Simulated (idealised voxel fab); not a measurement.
The process module that follows is named voxel fin reveal.
For reference, the cross-section in this document is cut, with width 235 nm and square cells of 5 nm.
This document writes a cross-section as a grid whose cells are square, and gives it as bands, listed from the top down; one or more rows of cells form a band.
This entry defines a band. It first specifies the height of the band's top and the height of its bottom in nm, and then specifies the band's materials from left to right, stating each material with its width in nm. The word "all across" identifies a single material that fills the band from edge to edge, while the word "blank" identifies empty space.
Height 0 is the level under which the wafer as received is all one material. The lowest band goes on downwards, as in "0..down".
Width spec "30 to 40" -> top row of cells at first value, bottom row at second value, equal per-row change in between.
Where a step carries "stayed the same", the cross-section came out of it unchanged, cell for cell.
Under "Enclosed void inventory" you'll find the enclosed gaps, the ones with no way out to the top, that are 8 cells or bigger; each reads width x height at distance, with distance counted from the left edge, everything in nm.
after a step's settings: what the simulator itself notes on the step
If you see "overlay nm" on a step's line and that step has a mask, it's telling you how far right of where it was planned the mask ended up; a negative number means it went left instead.

Process steps foreseen in the plan
step 1: RECEIVE | material Si
step 2: CONFORMAL_DEP | material SiN | thk nm 5
step 3: PATTERN | tone cover | mask id FINS | material resist | width nm 15 | pitch nm 40 | thk nm 20 | overlay nm 0
step 4: DIRECTIONAL_ETCH | etch materials SiN | depth nm 5
step 5: DIRECTIONAL_ETCH | etch materials Si | depth nm 35
step 6: STRIP | etch materials resist
step 7: OXIDIZE | depth nm 5
step 8: FILL_DEP | material SiO2 | thk nm 5
step 9: CMP | height nm 5
step 10: SELECTIVE_ETCH | etch materials SiO2 | depth nm 15
step 11: STRIP | etch materials SiN
step 12: CONFORMAL_DEP | material SiO2 | thk nm 5

First of two wafers - as planned

Wafer at receipt (post step 1), cross-section
0..down  Si all across
Enclosed void inventory: none

The wafer in cross-section once step 2 is complete
5..0  SiN all across
Beneath the level 0, the cross-section is identical to its previous state.

The wafer in cross-section once step 3 is complete
25..5  blank: 50, then resist: 15, then blank: 25, then resist: 15, then blank: 25, then resist: 15, then blank: 25, then resist: 15, then blank: 50
Beneath the level 5, the cross-section is identical to its previous state.

The wafer in cross-section once step 4 is complete
25..5  blank: 50, then resist: 15, then blank: 25, then resist: 15, then blank: 25, then resist: 15, then blank: 25, then resist: 15, then blank: 50
5..0  blank: 50, then SiN: 15, then blank: 25, then SiN: 15, then blank: 25, then SiN: 15, then blank: 25, then SiN: 15, then blank: 50
Beneath the level 0, the cross-section is identical to its previous state.

The wafer in cross-section once step 5 is complete
25..5  blank: 50, then resist: 15, then blank: 25, then resist: 15, then blank: 25, then resist: 15, then blank: 25, then resist: 15, then blank: 50
5..0  blank: 50, then SiN: 15, then blank: 25, then SiN: 15, then blank: 25, then SiN: 15, then blank: 25, then SiN: 15, then blank: 50
0..-35  blank: 50, then Si: 15, then blank: 25, then Si: 15, then blank: 25, then Si: 15, then blank: 25, then Si: 15, then blank: 50
Beneath the level -35, the cross-section is identical to its previous state.

The wafer in cross-section once step 6 is complete
5..0  blank: 50, then SiN: 15, then blank: 25, then SiN: 15, then blank: 25, then SiN: 15, then blank: 25, then SiN: 15, then blank: 50
Beneath the level 0, the cross-section is identical to its previous state.

The wafer in cross-section once step 7 is complete
5..0  blank: 50, then SiN: 15, then blank: 25, then SiN: 15, then blank: 25, then SiN: 15, then blank: 25, then SiN: 15, then blank: 50
0..-35  blank: 50, then SiO2: 5, then Si: 5, then SiO2: 5, then blank: 25, then SiO2: 5, then Si: 5, then SiO2: 5, then blank: 25, then SiO2: 5, then Si: 5, then SiO2: 5, then blank: 25, then SiO2: 5, then Si: 5, then SiO2: 5, then blank: 50
-35..-40  SiO2: 55, then Si: 5, then SiO2: 35, then Si: 5, then SiO2: 35, then Si: 5, then SiO2: 35, then Si: 5, then SiO2: 55
Beneath the level -40, the cross-section is identical to its previous state.

The wafer in cross-section once step 8 is complete
10..5  SiO2 all across
5..0  SiO2: 50, then SiN: 15, then SiO2: 25, then SiN: 15, then SiO2: 25, then SiN: 15, then SiO2: 25, then SiN: 15, then SiO2: 50
0..-40  SiO2: 55, then Si: 5, then SiO2: 35, then Si: 5, then SiO2: 35, then Si: 5, then SiO2: 35, then Si: 5, then SiO2: 55
Beneath the level -40, the cross-section is identical to its previous state.

The wafer in cross-section once step 9 is complete
5..0  SiO2: 50, then SiN: 15, then SiO2: 25, then SiN: 15, then SiO2: 25, then SiN: 15, then SiO2: 25, then SiN: 15, then SiO2: 50
Beneath the level 0, the cross-section is identical to its previous state.

The wafer in cross-section once step 10 is complete
5..0  blank: 50, then SiN: 15, then blank: 25, then SiN: 15, then blank: 25, then SiN: 15, then blank: 25, then SiN: 15, then blank: 50
0..-10  blank: 55, then Si: 5, then blank: 35, then Si: 5, then blank: 35, then Si: 5, then blank: 35, then Si: 5, then blank: 55
Beneath the level -10, the cross-section is identical to its previous state.

The wafer in cross-section once step 11 is complete
0..-10  blank: 55, then Si: 5, then blank: 35, then Si: 5, then blank: 35, then Si: 5, then blank: 35, then Si: 5, then blank: 55
Beneath the level -10, the cross-section is identical to its previous state.

The wafer in cross-section once step 12 is complete
5..0  blank: 50, then SiO2: 15, then blank: 25, then SiO2: 15, then blank: 25, then SiO2: 15, then blank: 25, then SiO2: 15, then blank: 50
0..-5  blank: 50, then SiO2: 5, then Si: 5, then SiO2: 5, then blank: 25, then SiO2: 5, then Si: 5, then SiO2: 5, then blank: 25, then SiO2: 5, then Si: 5, then SiO2: 5, then blank: 25, then SiO2: 5, then Si: 5, then SiO2: 5, then blank: 50
-5..-40  SiO2: 55, then Si: 5, then SiO2: 35, then Si: 5, then SiO2: 35, then Si: 5, then SiO2: 35, then Si: 5, then SiO2: 55
Beneath the level -40, the cross-section is identical to its previous state.

Wafer two: like wafer one in start and plan, but with one mistake in execution; identical up to and including step 11

Cross-section of the second wafer at the time by which step 12 should have been completed according to the plan: stayed the same
What went wrong in running the wafer? heads up, step 12 of the plan was skipped and never actually ran
Looking at both finished wafers in cells, the second ends up ahead of or behind the first on some materials: SiO2: 63 fewer
